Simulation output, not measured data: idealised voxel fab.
process module | voxel air gaps
Cross-sectional view cut (width: 230 nm; square cell size: 5 nm).
If you're reading a cross-section in this doc, picture square cells in a grid; it comes to you as bands, top ones listed first down to the bottom, and a band can be one or more rows of cells.
In this notation a band is specified by the heights of its top and bottom, in that order and in nm, after which its materials appear from left to right, each paired with its width in nm. The word "full width" attached to a single material means that material fills the band from edge to edge; the word "empty" stands for empty space.
Heights are reckoned from 0. Under this level, the received wafer is all of one material. The bottommost band is open-ended downward, for example "0 -> down".
You'd read "30->40" like this: the band's top row of cells is as wide as the first number, its bottom row is as wide as the second, and going down, every row changes width by the same amount as the row before did.
Basically "no change" means that step didn't change any cell in the cross-section.
Any empty space of 8 cells or more lacking an open way to the top shows up in "Sealed-off cavities" as width x height at distance, distance from the left edge, in nm.
It should be noted that, on the line of a given step, the content following the step's settings is a remark produced by the simulator itself with respect to that step.
When a step includes a mask, the "overlay nm" setting on its line states how far to the right of its planned place that mask lay, and negative values state how far to the left.
## Set out below are the planned steps of the process
step 1: RECEIVE | material Si
step 2: CONFORMAL_DEP | material SiO2 | thk nm 10
step 3: CONFORMAL_DEP | material SiN | thk nm 5
step 4: DIRECTIONAL_DEP | material lowk | thk nm 40
step 5: DIRECTIONAL_DEP | material aC | thk nm 15
step 6: PATTERN | tone open | mask id LINES | material resist | width nm 20 | pitch nm 45 | thk nm 30 | overlay nm 0
step 7: DIRECTIONAL_ETCH | etch materials aC | depth nm 15
step 8: STRIP | etch materials resist
step 9: DIRECTIONAL_ETCH | etch materials lowk | depth nm 40
step 10: STRIP | etch materials aC
step 11: CONFORMAL_DEP | material TiN | thk nm 5
step 12: FILL_DEP | material Cu | thk nm 5
step 13: CMP | height nm 55
step 14: EPI | material Ru | thk nm 10
step 15: SELECTIVE_ETCH | etch materials lowk | depth nm 50
step 16: CONFORMAL_DEP | material SiCN | thk nm 5
## Delivered wafer in cross-section: state after step 1
0 -> down: Si full width
Sealed-off cavities: none
## First of two wafers at the end of the module, shown in cross-section; run carried out as planned
70 -> 65: 45 of empty  140 of SiCN  45 of empty
65 -> 55: 45 of empty  5 of SiCN  40 of Ru  5 of SiCN  40 of Ru  5 of SiCN  40 of Ru  5 of SiCN  45 of empty
55 -> 50: 45 of empty  15 of SiCN  5 of TiN  10 of Cu  5 of TiN  25 of SiCN  5 of TiN  10 of Cu  5 of TiN  25 of SiCN  5 of TiN  10 of Cu  5 of TiN  15 of SiCN  45 of empty
50 -> 20: 55 of empty  5 of SiCN  5 of TiN  10 of Cu  5 of TiN  5 of SiCN  15 of empty  5 of SiCN  5 of TiN  10 of Cu  5 of TiN  5 of SiCN  15 of empty  5 of SiCN  5 of TiN  10 of Cu  5 of TiN  5 of SiCN  55 of empty
20 -> 15: 60 of SiCN  20 of TiN  25 of SiCN  20 of TiN  25 of SiCN  20 of TiN  60 of SiCN
15 -> 10: SiN full width
10 -> 0: SiO2 full width
0 -> down: Si full width
Sealed-off cavities: 15 x 30 at 85; 15 x 30 at 130
## The second wafer, shown in cross-section after the module: started the same way as the first and given the same plan, yet one mistake crept into how it was run
70 -> 65: 50 of empty  135 of SiCN  45 of empty
65 -> 55: 50 of empty  5 of SiCN  35 of Ru  10 of SiCN  35 of Ru  10 of SiCN  35 of Ru  5 of SiCN  45 of empty
55 -> 50: 50 of empty  15 of SiCN  5 of TiN  5 of Cu  5 of TiN  30 of SiCN  5 of TiN  5 of Cu  5 of TiN  30 of SiCN  5 of TiN  5 of Cu  5 of TiN  15 of SiCN  45 of empty
50 -> 20: 60 of empty  5 of SiCN  5 of TiN  5 of Cu  5 of TiN  5 of SiCN  20 of empty  5 of SiCN  5 of TiN  5 of Cu  5 of TiN  5 of SiCN  20 of empty  5 of SiCN  5 of TiN  5 of Cu  5 of TiN  5 of SiCN  55 of empty
20 -> 15: 65 of SiCN  15 of TiN  30 of SiCN  15 of TiN  30 of SiCN  15 of TiN  60 of SiCN
15 -> 10: SiN full width
10 -> 0: SiO2 full width
0 -> down: Si full width
Sealed-off cavities: 20 x 30 at 85; 20 x 30 at 130
Plan not followed: step 6 was run on a setting that differed from the plan, and what really ran there is PATTERN | tone open | mask id LINES | material resist | width nm 15 | pitch nm 45 | thk nm 30 | overlay nm 0
The final cell counts differ between the wafers, with the second having more or fewer of some materials than the first: Cu -21, Ru -6, SiCN +8, TiN -3
